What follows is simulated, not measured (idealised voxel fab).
process module | voxel air gaps
cross-section cut | 235 nm wide | cells 5 nm
A cross-section is a grid of square cells, given in bands from the top down. A band is one or more rows of cells.
Each band's line starts with the height of the band's top and of its bottom, in nm. Then come its materials from left to right, each with its width in nm. One material with "throughout" fills the band from edge to edge. "air" is empty space.
Height 0 is the level under which the wafer as received is all one material. The lowest band goes on downwards, as in "0 down".
A width such as "30 to 40" changes by the same amount from each row of cells to the next, from the band's top row to its bottom row.
"no change" after a step means that no cell of the cross-section changed.
closed voids: empty space of 8 cells or more with no open way to the top, each as width x height at its distance from the left edge, in nm
after a step's settings: what the simulator itself notes on the step
overlay nm, on a step with a mask: how far to the right of its planned place the mask lay; to the left if negative
plan
1 op RECEIVE | material Si
2 op CONFORMAL_DEP | material SiO2 | thk nm 10
3 op CONFORMAL_DEP | material SiN | thk nm 5
4 op DIRECTIONAL_DEP | material SiO2 | thk nm 35
5 op MASKED_ETCH | tone open | mask id LINES | width nm 15 | pitch nm 40 | etch materials SiO2 | depth nm 35 | overlay nm 0
6 op CONFORMAL_DEP | material TiN | thk nm 5
7 op FILL_DEP | material Ru | thk nm 5
8 op CMP | height nm 50
9 op EPI | material Ru | thk nm 10
10 op SELECTIVE_ETCH | etch materials SiO2 | depth nm 45
11 op CONFORMAL_DEP | material SiCN | thk nm 5
first wafer, as planned
as received, after step 1
  0 down: Si throughout
  closed voids: none
after step 2
  10 to 0: SiO2 throughout
  below 0: unchanged
after step 3
  15 to 10: SiN throughout
  below 10: unchanged
after step 4
  50 to 15: SiO2 throughout
  below 15: unchanged
after step 5
  50 to 15: SiO2 50 | air 15 | SiO2 25 | air 15 | SiO2 25 | air 15 | SiO2 25 | air 15 | SiO2 50
  below 15: unchanged
after step 6
  55 to 50: TiN 55 | air 5 | TiN 35 | air 5 | TiN 35 | air 5 | TiN 35 | air 5 | TiN 55
  50 to 20: SiO2 50 | TiN 5 | air 5 | TiN 5 | SiO2 25 | TiN 5 | air 5 | TiN 5 | SiO2 25 | TiN 5 | air 5 | TiN 5 | SiO2 25 | TiN 5 | air 5 | TiN 5 | SiO2 50
  20 to 15: SiO2 50 | TiN 15 | SiO2 25 | TiN 15 | SiO2 25 | TiN 15 | SiO2 25 | TiN 15 | SiO2 50
  below 15: unchanged
after step 7
  60 to 55: Ru throughout
  55 to 50: TiN 55 | Ru 5 | TiN 35 | Ru 5 | TiN 35 | Ru 5 | TiN 35 | Ru 5 | TiN 55
  50 to 20: SiO2 50 | TiN 5 | Ru 5 | TiN 5 | SiO2 25 | TiN 5 | Ru 5 | TiN 5 | SiO2 25 | TiN 5 | Ru 5 | TiN 5 | SiO2 25 | TiN 5 | Ru 5 | TiN 5 | SiO2 50
  below 20: unchanged
after step 8
  50 to 20: SiO2 50 | TiN 5 | Ru 5 | TiN 5 | SiO2 25 | TiN 5 | Ru 5 | TiN 5 | SiO2 25 | TiN 5 | Ru 5 | TiN 5 | SiO2 25 | TiN 5 | Ru 5 | TiN 5 | SiO2 50
  below 20: unchanged
after step 9
  60 to 50: air 40 | Ru 35 | air 5 | Ru 35 | air 5 | Ru 35 | air 5 | Ru 35 | air 40
  below 50: unchanged
after step 10
  60 to 50: air 40 | Ru 35 | air 5 | Ru 35 | air 5 | Ru 35 | air 5 | Ru 35 | air 40
  50 to 20: air 50 | TiN 5 | Ru 5 | TiN 5 | air 25 | TiN 5 | Ru 5 | TiN 5 | air 25 | TiN 5 | Ru 5 | TiN 5 | air 25 | TiN 5 | Ru 5 | TiN 5 | air 50
  20 to 15: air 50 | TiN 15 | air 25 | TiN 15 | air 25 | TiN 15 | air 25 | TiN 15 | air 50
  below 15: unchanged
after step 11
  65 to 60: air 35 | SiCN 165 | air 35
  60 to 50: air 35 | SiCN 5 | Ru 35 | SiCN 5 | Ru 35 | SiCN 5 | Ru 35 | SiCN 5 | Ru 35 | SiCN 5 | air 35
  50 to 45: air 35 | SiCN 15 | TiN 5 | Ru 5 | TiN 5 | SiCN 25 | TiN 5 | Ru 5 | TiN 5 | SiCN 25 | TiN 5 | Ru 5 | TiN 5 | SiCN 25 | TiN 5 | Ru 5 | TiN 5 | SiCN 15 | air 35
  45 to 20: air 45 | SiCN 5 | TiN 5 | Ru 5 | TiN 5 | SiCN 5 | air 15 | SiCN 5 | TiN 5 | Ru 5 | TiN 5 | SiCN 5 | air 15 | SiCN 5 | TiN 5 | Ru 5 | TiN 5 | SiCN 5 | air 15 | SiCN 5 | TiN 5 | Ru 5 | TiN 5 | SiCN 5 | air 45
  20 to 15: SiCN 50 | TiN 15 | SiCN 25 | TiN 15 | SiCN 25 | TiN 15 | SiCN 25 | TiN 15 | SiCN 50
  below 15: unchanged
  closed voids: 15 x 25 at 70; 15 x 25 at 110; 15 x 25 at 150
second wafer: like start, like plan, one mistake. Through step 4 it matches the first wafer
when step 5 should have ended
  50 to 15: air 50 | SiO2 15 | air 25 | SiO2 15 | air 25 | SiO2 15 | air 25 | SiO2 15 | air 50
  below 15: unchanged
when step 6 should have ended
  55 to 50: air 45 | TiN 25 | air 15 | TiN 25 | air 15 | TiN 25 | air 15 | TiN 25 | air 45
  50 to 20: air 45 | TiN 5 | SiO2 15 | TiN 5 | air 15 | TiN 5 | SiO2 15 | TiN 5 | air 15 | TiN 5 | SiO2 15 | TiN 5 | air 15 | TiN 5 | SiO2 15 | TiN 5 | air 45
  20 to 15: TiN 50 | SiO2 15 | TiN 25 | SiO2 15 | TiN 25 | SiO2 15 | TiN 25 | SiO2 15 | TiN 50
  below 15: unchanged
when step 7 should have ended
  60 to 55: Ru throughout
  55 to 50: Ru 45 | TiN 25 | Ru 15 | TiN 25 | Ru 15 | TiN 25 | Ru 15 | TiN 25 | Ru 45
  50 to 20: Ru 45 | TiN 5 | SiO2 15 | TiN 5 | Ru 15 | TiN 5 | SiO2 15 | TiN 5 | Ru 15 | TiN 5 | SiO2 15 | TiN 5 | Ru 15 | TiN 5 | SiO2 15 | TiN 5 | Ru 45
  below 20: unchanged
when step 8 should have ended
  50 to 20: Ru 45 | TiN 5 | SiO2 15 | TiN 5 | Ru 15 | TiN 5 | SiO2 15 | TiN 5 | Ru 15 | TiN 5 | SiO2 15 | TiN 5 | Ru 15 | TiN 5 | SiO2 15 | TiN 5 | Ru 45
  below 20: unchanged
when step 9 should have ended
  60 to 50: Ru throughout
  below 50: unchanged
when step 10 should have ended: no change
when step 11 should have ended
  65 to 60: SiCN throughout
  below 60: unchanged
what went wrong: step 5 ran as: op MASKED_ETCH | tone cover | mask id LINES | width nm 15 | pitch nm 40 | etch materials SiO2 | depth nm 35 | overlay nm 0
at the end the second wafer has, in cells: 176 more of Ru | 92 fewer of SiCN | 84 more of SiO2 | 23 more of TiN
closed voids at the end (first wafer, second wafer): 3, 0
